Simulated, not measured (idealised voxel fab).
The process module presented herein is designated voxel transistor to metal.
Section shown: cut. Width: 160 nm. Cell size: 5 nm, square.
Cross-section, as written here: a square-cell grid given band by band from the top down, where a band holds one or more rows of cells.
A band entry consists of two parts. The first gives the height of the band's top and the height of its bottom, in nm. The rest lists the band's materials from left to right, each with its width in nm. A single material labelled with the word "all across" fills the band from edge to edge, and the word "air" marks empty space.
Zero point of the height axis is 0; under it, received wafer = one material. Lowest band: continues down indefinitely, "0..down".
Width "30->40": first value at the band's top row of cells, second value at its bottom row, equal change from row to row.
"no alterations made" after a step means that no cell of the cross-section changed.
Any empty space of 8 cells or more lacking an open way to the top shows up in "Closed void list" as width x height at distance, distance from the left edge, in nm.
On each step's line, the part that comes after the settings is the simulator's own comment on the step.
overlay nm: mask right of planned place by this much (step with mask). Neg. = left.
STEPS PLANNED FOR THE PROCESS
step 1: RECEIVE (material Si)
step 2: CONFORMAL_DEP (material SiO2; thk nm 5)
step 3: CONFORMAL_DEP (material SiN; thk nm 10)
step 4: MASKED_ETCH (tone cover; mask id ACTIVE; width nm 115; etch materials SiN; depth nm 10; overlay nm 0)
step 5: MASKED_ETCH (tone cover; mask id ACTIVE; width nm 115; etch materials SiO2; depth nm 5; overlay nm 0)
step 6: MASKED_ETCH (tone cover; mask id ACTIVE; width nm 115; etch materials Si; depth nm 30; overlay nm 0)
step 7: OXIDIZE (depth nm 5)
step 8: FILL_DEP (material SiO2; thk nm 15)
step 9: CMP (height nm 15)
step 10: SELECTIVE_ETCH (etch materials SiO2; depth nm 10)
step 11: STRIP (etch materials SiN)
step 12: SELECTIVE_ETCH (etch materials SiO2; depth nm 5)
step 13: OXIDIZE (depth nm 5)
step 14: DIRECTIONAL_DEP (material polySi; thk nm 25)
step 15: DIRECTIONAL_DEP (material SiCN; thk nm 10)
step 16: PATTERN (tone cover; mask id GATE; material resist; width nm 25; thk nm 20; overlay nm 0)
step 17: DIRECTIONAL_ETCH (etch materials SiCN; depth nm 20)
step 18: DIRECTIONAL_ETCH (etch materials polySi; depth nm 35)
step 19: STRIP (etch materials resist)
step 20: CONFORMAL_DEP (material SiO2; thk nm 5)
step 21: DIRECTIONAL_ETCH (etch materials SiO2; depth nm 5)
step 22: CONFORMAL_DEP (material SiN; thk nm 5)
step 23: DIRECTIONAL_ETCH (etch materials SiN; depth nm 5)
step 24: DIRECTIONAL_ETCH (etch materials SiO2; depth nm 5)
step 25: EPI (material pSi; thk nm 5)
step 26: FILL_DEP (material SiO2; thk nm 10)
step 27: CMP (height nm 35)
step 28: DIRECTIONAL_DEP (material SiO2; thk nm 10)
step 29: MASKED_ETCH (tone open; mask id CONTACT; width nm 35; pitch nm 70; etch materials SiO2; depth nm 45; overlay nm 0)
step 30: CONFORMAL_DEP (material TiN; thk nm 5)
step 31: FILL_DEP (material Ru; thk nm 10)
step 32: CMP (height nm 45)
step 33: CONFORMAL_DEP (material SiN; thk nm 5)
step 34: DIRECTIONAL_DEP (material lowk; thk nm 20)
step 35: PATTERN (tone open; mask id METAL_1; material resist; width nm 20; pitch nm 85; thk nm 20; overlay nm 0)
step 36: DIRECTIONAL_ETCH (etch materials lowk; depth nm 20)
step 37: DIRECTIONAL_ETCH (etch materials SiN; depth nm 5)
step 38: STRIP (etch materials resist)
step 39: CONFORMAL_DEP (material TiN; thk nm 5)
step 40: FILL_DEP (material W; thk nm 5)
step 41: CMP (height nm 70)
step 42: EPI (material Ru; thk nm 5)
step 43: FILL_DEP (material SiCN; thk nm 5)
WHAT FOLLOWS COVERS THE FIRST OF TWO WAFERS; IT RAN AS PLANNED
STEP 1 COMPLETE: CROSS-SECTION OF THE WAFER AS RECEIVED
  0..down  Si all across
  Closed void list: none
CROSS-SECTION THROUGH THE WAFER, STEP 2 FINISHED
  5..0  SiO2 all across
  Note: structure below 0 unchanged.
CROSS-SECTION THROUGH THE WAFER, STEP 3 FINISHED
  15..5  SiN all across
  Note: structure below 5 unchanged.
CROSS-SECTION THROUGH THE WAFER, STEP 4 FINISHED
  15..5  air=20 | SiN=115 | air=25
  Note: structure below 5 unchanged.
CROSS-SECTION THROUGH THE WAFER, STEP 5 FINISHED
  15..5  air=20 | SiN=115 | air=25
  5..0  air=20 | SiO2=115 | air=25
  Note: structure below 0 unchanged.
CROSS-SECTION THROUGH THE WAFER, STEP 6 FINISHED
  15..5  air=20 | SiN=115 | air=25
  5..0  air=20 | SiO2=115 | air=25
  0..-30  air=20 | Si=115 | air=25
  Note: structure below -30 unchanged.
CROSS-SECTION THROUGH THE WAFER, STEP 7 FINISHED
  15..5  air=20 | SiN=115 | air=25
  5..0  air=20 | SiO2=115 | air=25
  0..-30  air=20 | SiO2=5 | Si=105 | SiO2=5 | air=25
  -30..-35  SiO2=25 | Si=105 | SiO2=30
  Note: structure below -35 unchanged.
CROSS-SECTION THROUGH THE WAFER, STEP 8 FINISHED
  30..15  SiO2 all across
  15..5  SiO2=20 | SiN=115 | SiO2=25
  5..0  SiO2 all across
  0..-35  SiO2=25 | Si=105 | SiO2=30
  Note: structure below -35 unchanged.
CROSS-SECTION THROUGH THE WAFER, STEP 9 FINISHED
  15..5  SiO2=20 | SiN=115 | SiO2=25
  Note: structure below 5 unchanged.
CROSS-SECTION THROUGH THE WAFER, STEP 10 FINISHED
  15..5  air=20 | SiN=115 | air=25
  Note: structure below 5 unchanged.
CROSS-SECTION THROUGH THE WAFER, STEP 11 FINISHED
  5..0  SiO2 all across
  Note: structure below 0 unchanged.
CROSS-SECTION THROUGH THE WAFER, STEP 12 FINISHED
  0..-35  SiO2=25 | Si=105 | SiO2=30
  Note: structure below -35 unchanged.
CROSS-SECTION THROUGH THE WAFER, STEP 13 FINISHED
  0..-5  SiO2 all across
  Note: structure below -5 unchanged.
CROSS-SECTION THROUGH THE WAFER, STEP 14 FINISHED
  25..0  polySi all across
  Note: structure below 0 unchanged.
CROSS-SECTION THROUGH THE WAFER, STEP 15 FINISHED
  35..25  SiCN all across
  Note: structure below 25 unchanged.
CROSS-SECTION THROUGH THE WAFER, STEP 16 FINISHED
  55..35  air=65 | resist=25 | air=70
  Note: structure below 35 unchanged.
CROSS-SECTION THROUGH THE WAFER, STEP 17 FINISHED
  55..35  air=65 | resist=25 | air=70
  35..25  air=65 | SiCN=25 | air=70
  Note: structure below 25 unchanged.
CROSS-SECTION THROUGH THE WAFER, STEP 18 FINISHED
  55..35  air=65 | resist=25 | air=70
  35..25  air=65 | SiCN=25 | air=70
  25..0  air=65 | polySi=25 | air=70
  Note: structure below 0 unchanged.
CROSS-SECTION THROUGH THE WAFER, STEP 19 FINISHED
  35..25  air=65 | SiCN=25 | air=70
  Note: structure below 25 unchanged.
CROSS-SECTION THROUGH THE WAFER, STEP 20 FINISHED
  40..35  air=60 | SiO2=35 | air=65
  35..25  air=60 | SiO2=5 | SiCN=25 | SiO2=5 | air=65
  25..5  air=60 | SiO2=5 | polySi=25 | SiO2=5 | air=65
  5..0  SiO2=65 | polySi=25 | SiO2=70
  Note: structure below 0 unchanged.
CROSS-SECTION THROUGH THE WAFER, STEP 21 FINISHED
  35..25  air=60 | SiO2=5 | SiCN=25 | SiO2=5 | air=65
  25..0  air=60 | SiO2=5 | polySi=25 | SiO2=5 | air=65
  Note: structure below 0 unchanged.
CROSS-SECTION THROUGH THE WAFER, STEP 22 FINISHED
  40..35  air=55 | SiN=45 | air=60
  35..25  air=55 | SiN=5 | SiO2=5 | SiCN=25 | SiO2=5 | SiN=5 | air=60
  25..5  air=55 | SiN=5 | SiO2=5 | polySi=25 | SiO2=5 | SiN=5 | air=60
  5..0  SiN=60 | SiO2=5 | polySi=25 | SiO2=5 | SiN=65
  Note: structure below 0 unchanged.
CROSS-SECTION THROUGH THE WAFER, STEP 23 FINISHED
  35..25  air=55 | SiN=5 | SiO2=5 | SiCN=25 | SiO2=5 | SiN=5 | air=60
  25..0  air=55 | SiN=5 | SiO2=5 | polySi=25 | SiO2=5 | SiN=5 | air=60
  Note: structure below 0 unchanged.
CROSS-SECTION THROUGH THE WAFER, STEP 24 FINISHED
  35..30  air=55 | SiN=5 | air=5 | SiCN=25 | air=5 | SiN=5 | air=60
  30..25  air=55 | SiN=5 | SiO2=5 | SiCN=25 | SiO2=5 | SiN=5 | air=60
  25..0  air=55 | SiN=5 | SiO2=5 | polySi=25 | SiO2=5 | SiN=5 | air=60
  0..-5  air=55 | SiO2=45 | air=60
  Note: structure below -5 unchanged.
CROSS-SECTION THROUGH THE WAFER, STEP 25 FINISHED
  35..30  air=55 | SiN=5 | air=5 | SiCN=25 | air=5 | SiN=5 | air=60
  30..25  air=55 | SiN=5 | SiO2=5 | SiCN=25 | SiO2=5 | SiN=5 | air=60
  25..0  air=55 | SiN=5 | SiO2=5 | polySi=25 | SiO2=5 | SiN=5 | air=60
  0..-5  air=20 | pSi=35 | SiO2=45 | pSi=35 | air=25
  Note: structure below -5 unchanged.
CROSS-SECTION THROUGH THE WAFER, STEP 26 FINISHED
  45..35  SiO2 all across
  35..25  SiO2=55 | SiN=5 | SiO2=5 | SiCN=25 | SiO2=5 | SiN=5 | SiO2=60
  25..0  SiO2=55 | SiN=5 | SiO2=5 | polySi=25 | SiO2=5 | SiN=5 | SiO2=60
  0..-5  SiO2=20 | pSi=35 | SiO2=45 | pSi=35 | SiO2=25
  Note: structure below -5 unchanged.
CROSS-SECTION THROUGH THE WAFER, STEP 27 FINISHED
  35..25  SiO2=55 | SiN=5 | SiO2=5 | SiCN=25 | SiO2=5 | SiN=5 | SiO2=60
  Note: structure below 25 unchanged.
CROSS-SECTION THROUGH THE WAFER, STEP 28 FINISHED
  45..35  SiO2 all across
  Note: structure below 35 unchanged.
CROSS-SECTION THROUGH THE WAFER, STEP 29 FINISHED
  45..35  SiO2=25 | air=35 | SiO2=35 | air=35 | SiO2=30
  35..25  SiO2=25 | air=30 | SiN=5 | SiO2=5 | SiCN=25 | SiO2=5 | SiN=5 | air=30 | SiO2=30
  25..0  SiO2=25 | air=30 | SiN=5 | SiO2=5 | polySi=25 | SiO2=5 | SiN=5 | air=30 | SiO2=30
  Note: structure below 0 unchanged.
CROSS-SECTION THROUGH THE WAFER, STEP 30 FINISHED
  50..45  TiN=30 | air=25 | TiN=45 | air=25 | TiN=35
  45..35  SiO2=25 | TiN=5 | air=25->20 | TiN=5->10 | SiO2=35 | TiN=5->10 | air=25->20 | TiN=5 | SiO2=30
  35..25  SiO2=25 | TiN=5 | air=20 | TiN=5 | SiN=5 | SiO2=5 | SiCN=25 | SiO2=5 | SiN=5 | TiN=5 | air=20 | TiN=5 | SiO2=30
  25..5  SiO2=25 | TiN=5 | air=20 | TiN=5 | SiN=5 | SiO2=5 | polySi=25 | SiO2=5 | SiN=5 | TiN=5 | air=20 | TiN=5 | SiO2=30
  5..0  SiO2=25 | TiN=30 | SiN=5 | SiO2=5 | polySi=25 | SiO2=5 | SiN=5 | TiN=30 | SiO2=30
  Note: structure below 0 unchanged.
CROSS-SECTION THROUGH THE WAFER, STEP 31 FINISHED
  60..50  Ru all across
  50..45  TiN=30 | Ru=25 | TiN=45 | Ru=25 | TiN=35
  45..35  SiO2=25 | TiN=5 | Ru=25->20 | TiN=5->10 | SiO2=35 | TiN=5->10 | Ru=25->20 | TiN=5 | SiO2=30
  35..25  SiO2=25 | TiN=5 | Ru=20 | TiN=5 | SiN=5 | SiO2=5 | SiCN=25 | SiO2=5 | SiN=5 | TiN=5 | Ru=20 | TiN=5 | SiO2=30
  25..5  SiO2=25 | TiN=5 | Ru=20 | TiN=5 | SiN=5 | SiO2=5 | polySi=25 | SiO2=5 | SiN=5 | TiN=5 | Ru=20 | TiN=5 | SiO2=30
  Note: structure below 5 unchanged.
CROSS-SECTION THROUGH THE WAFER, STEP 32 FINISHED
  45..35  SiO2=25 | TiN=5 | Ru=25->20 | TiN=5->10 | SiO2=35 | TiN=5->10 | Ru=25->20 | TiN=5 | SiO2=30
  Note: structure below 35 unchanged.
CROSS-SECTION THROUGH THE WAFER, STEP 33 FINISHED
  50..45  SiN all across
  Note: structure below 45 unchanged.
CROSS-SECTION THROUGH THE WAFER, STEP 34 FINISHED
  70..50  lowk all across
  Note: structure below 50 unchanged.
CROSS-SECTION THROUGH THE WAFER, STEP 35 FINISHED
  90..70  resist=25 | air=20 | resist=65 | air=20 | resist=30
  Note: structure below 70 unchanged.
CROSS-SECTION THROUGH THE WAFER, STEP 36 FINISHED
  90..70  resist=25 | air=20 | resist=65 | air=20 | resist=30
  70..50  lowk=25 | air=20 | lowk=65 | air=20 | lowk=30
  Note: structure below 50 unchanged.
CROSS-SECTION THROUGH THE WAFER, STEP 37 FINISHED
  90..70  resist=25 | air=20 | resist=65 | air=20 | resist=30
  70..50  lowk=25 | air=20 | lowk=65 | air=20 | lowk=30
  50..45  SiN=25 | air=20 | SiN=65 | air=20 | SiN=30
  Note: structure below 45 unchanged.
CROSS-SECTION THROUGH THE WAFER, STEP 38 FINISHED
  70..50  lowk=25 | air=20 | lowk=65 | air=20 | lowk=30
  Note: structure below 50 unchanged.
CROSS-SECTION THROUGH THE WAFER, STEP 39 FINISHED
  75..70  TiN=30 | air=10 | TiN=75 | air=10 | TiN=35
  70..50  lowk=25 | TiN=5 | air=10 | TiN=5 | lowk=65 | TiN=5 | air=10 | TiN=5 | lowk=30
  50..45  SiN=25 | TiN=20 | SiN=65 | TiN=20 | SiN=30
  Note: structure below 45 unchanged.
CROSS-SECTION THROUGH THE WAFER, STEP 40 FINISHED
  80..75  W all across
  75..70  TiN=30 | W=10 | TiN=75 | W=10 | TiN=35
  70..50  lowk=25 | TiN=5 | W=10 | TiN=5 | lowk=65 | TiN=5 | W=10 | TiN=5 | lowk=30
  Note: structure below 50 unchanged.
CROSS-SECTION THROUGH THE WAFER, STEP 41 FINISHED
  70..50  lowk=25 | TiN=5 | W=10 | TiN=5 | lowk=65 | TiN=5 | W=10 | TiN=5 | lowk=30
  Note: structure below 50 unchanged.
CROSS-SECTION THROUGH THE WAFER, STEP 42 FINISHED
  75..70  air=20 | Ru=30 | air=55 | Ru=30 | air=25
  Note: structure below 70 unchanged.
CROSS-SECTION THROUGH THE WAFER, STEP 43 FINISHED
  80..75  SiCN all across
  75..70  SiCN=20 | Ru=30 | SiCN=55 | Ru=30 | SiCN=25
  Note: structure below 70 unchanged.
HERE THE SECOND WAFER IS DESCRIBED. ITS START AND ITS PLAN WERE THOSE OF THE FIRST WAFER. ITS RUN CONTAINED ONE MISTAKE. UP TO AND INCLUDING STEP 15, IT DID EXACTLY WHAT THE FIRST WAFER DID
X-SECTION, SECOND WAFER, WHEN STEP 16 WAS DUE TO FINISH
  55..35  air=60 | resist=25 | air=75
  Note: structure below 35 unchanged.
X-SECTION, SECOND WAFER, WHEN STEP 17 WAS DUE TO FINISH
  55..35  air=60 | resist=25 | air=75
  35..25  air=60 | SiCN=25 | air=75
  Note: structure below 25 unchanged.
X-SECTION, SECOND WAFER, WHEN STEP 18 WAS DUE TO FINISH
  55..35  air=60 | resist=25 | air=75
  35..25  air=60 | SiCN=25 | air=75
  25..0  air=60 | polySi=25 | air=75
  Note: structure below 0 unchanged.
X-SECTION, SECOND WAFER, WHEN STEP 19 WAS DUE TO FINISH
  35..25  air=60 | SiCN=25 | air=75
  Note: structure below 25 unchanged.
X-SECTION, SECOND WAFER, WHEN STEP 20 WAS DUE TO FINISH
  40..35  air=55 | SiO2=35 | air=70
  35..25  air=55 | SiO2=5 | SiCN=25 | SiO2=5 | air=70
  25..5  air=55 | SiO2=5 | polySi=25 | SiO2=5 | air=70
  5..0  SiO2=60 | polySi=25 | SiO2=75
  Note: structure below 0 unchanged.
X-SECTION, SECOND WAFER, WHEN STEP 21 WAS DUE TO FINISH
  35..25  air=55 | SiO2=5 | SiCN=25 | SiO2=5 | air=70
  25..0  air=55 | SiO2=5 | polySi=25 | SiO2=5 | air=70
  Note: structure below 0 unchanged.
X-SECTION, SECOND WAFER, WHEN STEP 22 WAS DUE TO FINISH
  40..35  air=50 | SiN=45 | air=65
  35..25  air=50 | SiN=5 | SiO2=5 | SiCN=25 | SiO2=5 | SiN=5 | air=65
  25..5  air=50 | SiN=5 | SiO2=5 | polySi=25 | SiO2=5 | SiN=5 | air=65
  5..0  SiN=55 | SiO2=5 | polySi=25 | SiO2=5 | SiN=70
  Note: structure below 0 unchanged.
X-SECTION, SECOND WAFER, WHEN STEP 23 WAS DUE TO FINISH
  35..25  air=50 | SiN=5 | SiO2=5 | SiCN=25 | SiO2=5 | SiN=5 | air=65
  25..0  air=50 | SiN=5 | SiO2=5 | polySi=25 | SiO2=5 | SiN=5 | air=65
  Note: structure below 0 unchanged.
X-SECTION, SECOND WAFER, WHEN STEP 24 WAS DUE TO FINISH
  35..30  air=50 | SiN=5 | air=5 | SiCN=25 | air=5 | SiN=5 | air=65
  30..25  air=50 | SiN=5 | SiO2=5 | SiCN=25 | SiO2=5 | SiN=5 | air=65
  25..0  air=50 | SiN=5 | SiO2=5 | polySi=25 | SiO2=5 | SiN=5 | air=65
  0..-5  air=50 | SiO2=45 | air=65
  Note: structure below -5 unchanged.
X-SECTION, SECOND WAFER, WHEN STEP 25 WAS DUE TO FINISH
  35..30  air=50 | SiN=5 | air=5 | SiCN=25 | air=5 | SiN=5 | air=65
  30..25  air=50 | SiN=5 | SiO2=5 | SiCN=25 | SiO2=5 | SiN=5 | air=65
  25..0  air=50 | SiN=5 | SiO2=5 | polySi=25 | SiO2=5 | SiN=5 | air=65
  0..-5  air=20 | pSi=30 | SiO2=45 | pSi=40 | air=25
  Note: structure below -5 unchanged.
X-SECTION, SECOND WAFER, WHEN STEP 26 WAS DUE TO FINISH
  45..35  SiO2 all across
  35..25  SiO2=50 | SiN=5 | SiO2=5 | SiCN=25 | SiO2=5 | SiN=5 | SiO2=65
  25..0  SiO2=50 | SiN=5 | SiO2=5 | polySi=25 | SiO2=5 | SiN=5 | SiO2=65
  0..-5  SiO2=20 | pSi=30 | SiO2=45 | pSi=40 | SiO2=25
  Note: structure below -5 unchanged.
X-SECTION, SECOND WAFER, WHEN STEP 27 WAS DUE TO FINISH
  35..25  SiO2=50 | SiN=5 | SiO2=5 | SiCN=25 | SiO2=5 | SiN=5 | SiO2=65
  Note: structure below 25 unchanged.
X-SECTION, SECOND WAFER, WHEN STEP 28 WAS DUE TO FINISH
  45..35  SiO2 all across
  Note: structure below 35 unchanged.
X-SECTION, SECOND WAFER, WHEN STEP 29 WAS DUE TO FINISH
  45..35  SiO2=25 | air=35 | SiO2=35 | air=35 | SiO2=30
  35..25  SiO2=25 | air=25 | SiN=5 | air=5 | SiCN=25 | SiO2=5 | SiN=5 | air=35 | SiO2=30
  25..0  SiO2=25 | air=25 | SiN=5 | air=5 | polySi=25 | SiO2=5 | SiN=5 | air=35 | SiO2=30
  Note: structure below 0 unchanged.
X-SECTION, SECOND WAFER, WHEN STEP 30 WAS DUE TO FINISH
  50..45  TiN=30 | air=25 | TiN=45 | air=25 | TiN=35
  45..35  SiO2=25 | TiN=5 | air=25->15 | TiN=5->15 | SiO2=35 | TiN=5 | air=25 | TiN=5 | SiO2=30
  35..25  SiO2=25 | TiN=5 | air=15 | TiN=5 | SiN=5 | TiN=5 | SiCN=25 | SiO2=5 | SiN=5 | TiN=5 | air=25 | TiN=5 | SiO2=30
  25..5  SiO2=25 | TiN=5 | air=15 | TiN=5 | SiN=5 | TiN=5 | polySi=25 | SiO2=5 | SiN=5 | TiN=5 | air=25 | TiN=5 | SiO2=30
  5..0  SiO2=25 | TiN=25 | SiN=5 | TiN=5 | polySi=25 | SiO2=5 | SiN=5 | TiN=35 | SiO2=30
  Note: structure below 0 unchanged.
X-SECTION, SECOND WAFER, WHEN STEP 31 WAS DUE TO FINISH
  60..50  Ru all across
  50..45  TiN=30 | Ru=25 | TiN=45 | Ru=25 | TiN=35
  45..35  SiO2=25 | TiN=5 | Ru=25->15 | TiN=5->15 | SiO2=35 | TiN=5 | Ru=25 | TiN=5 | SiO2=30
  35..25  SiO2=25 | TiN=5 | Ru=15 | TiN=5 | SiN=5 | TiN=5 | SiCN=25 | SiO2=5 | SiN=5 | TiN=5 | Ru=25 | TiN=5 | SiO2=30
  25..5  SiO2=25 | TiN=5 | Ru=15 | TiN=5 | SiN=5 | TiN=5 | polySi=25 | SiO2=5 | SiN=5 | TiN=5 | Ru=25 | TiN=5 | SiO2=30
  Note: structure below 5 unchanged.
X-SECTION, SECOND WAFER, WHEN STEP 32 WAS DUE TO FINISH
  45..35  SiO2=25 | TiN=5 | Ru=25->15 | TiN=5->15 | SiO2=35 | TiN=5 | Ru=25 | TiN=5 | SiO2=30
  Note: structure below 35 unchanged.
X-SECTION, SECOND WAFER, WHEN STEP 33 WAS DUE TO FINISH
  50..45  SiN all across
  Note: structure below 45 unchanged.
X-SECTION, SECOND WAFER, WHEN STEP 34 WAS DUE TO FINISH
  70..50  lowk all across
  Note: structure below 50 unchanged.
X-SECTION, SECOND WAFER, WHEN STEP 35 WAS DUE TO FINISH
  90..70  resist=25 | air=20 | resist=65 | air=20 | resist=30
  Note: structure below 70 unchanged.
X-SECTION, SECOND WAFER, WHEN STEP 36 WAS DUE TO FINISH
  90..70  resist=25 | air=20 | resist=65 | air=20 | resist=30
  70..50  lowk=25 | air=20 | lowk=65 | air=20 | lowk=30
  Note: structure below 50 unchanged.
X-SECTION, SECOND WAFER, WHEN STEP 37 WAS DUE TO FINISH
  90..70  resist=25 | air=20 | resist=65 | air=20 | resist=30
  70..50  lowk=25 | air=20 | lowk=65 | air=20 | lowk=30
  50..45  SiN=25 | air=20 | SiN=65 | air=20 | SiN=30
  Note: structure below 45 unchanged.
X-SECTION, SECOND WAFER, WHEN STEP 38 WAS DUE TO FINISH
  70..50  lowk=25 | air=20 | lowk=65 | air=20 | lowk=30
  Note: structure below 50 unchanged.
X-SECTION, SECOND WAFER, WHEN STEP 39 WAS DUE TO FINISH
  75..70  TiN=30 | air=10 | TiN=75 | air=10 | TiN=35
  70..50  lowk=25 | TiN=5 | air=10 | TiN=5 | lowk=65 | TiN=5 | air=10 | TiN=5 | lowk=30
  50..45  SiN=25 | TiN=20 | SiN=65 | TiN=20 | SiN=30
  Note: structure below 45 unchanged.
X-SECTION, SECOND WAFER, WHEN STEP 40 WAS DUE TO FINISH
  80..75  W all across
  75..70  TiN=30 | W=10 | TiN=75 | W=10 | TiN=35
  70..50  lowk=25 | TiN=5 | W=10 | TiN=5 | lowk=65 | TiN=5 | W=10 | TiN=5 | lowk=30
  Note: structure below 50 unchanged.
X-SECTION, SECOND WAFER, WHEN STEP 41 WAS DUE TO FINISH
  70..50  lowk=25 | TiN=5 | W=10 | TiN=5 | lowk=65 | TiN=5 | W=10 | TiN=5 | lowk=30
  Note: structure below 50 unchanged.
X-SECTION, SECOND WAFER, WHEN STEP 42 WAS DUE TO FINISH
  75..70  air=20 | Ru=30 | air=55 | Ru=30 | air=25
  Note: structure below 70 unchanged.
X-SECTION, SECOND WAFER, WHEN STEP 43 WAS DUE TO FINISH
  80..75  SiCN all across
  75..70  SiCN=20 | Ru=30 | SiCN=55 | Ru=30 | SiCN=25
  Note: structure below 70 unchanged.
Processing error: step 16 ran as: PATTERN (tone cover; mask id GATE; material resist; width nm 25; thk nm 20; overlay nm -5)
It is noted that, at the conclusion of processing, the second wafer exhibits a higher or lower cell count for certain materials relative to the first: SiO2: 7 fewer, TiN: 7 more
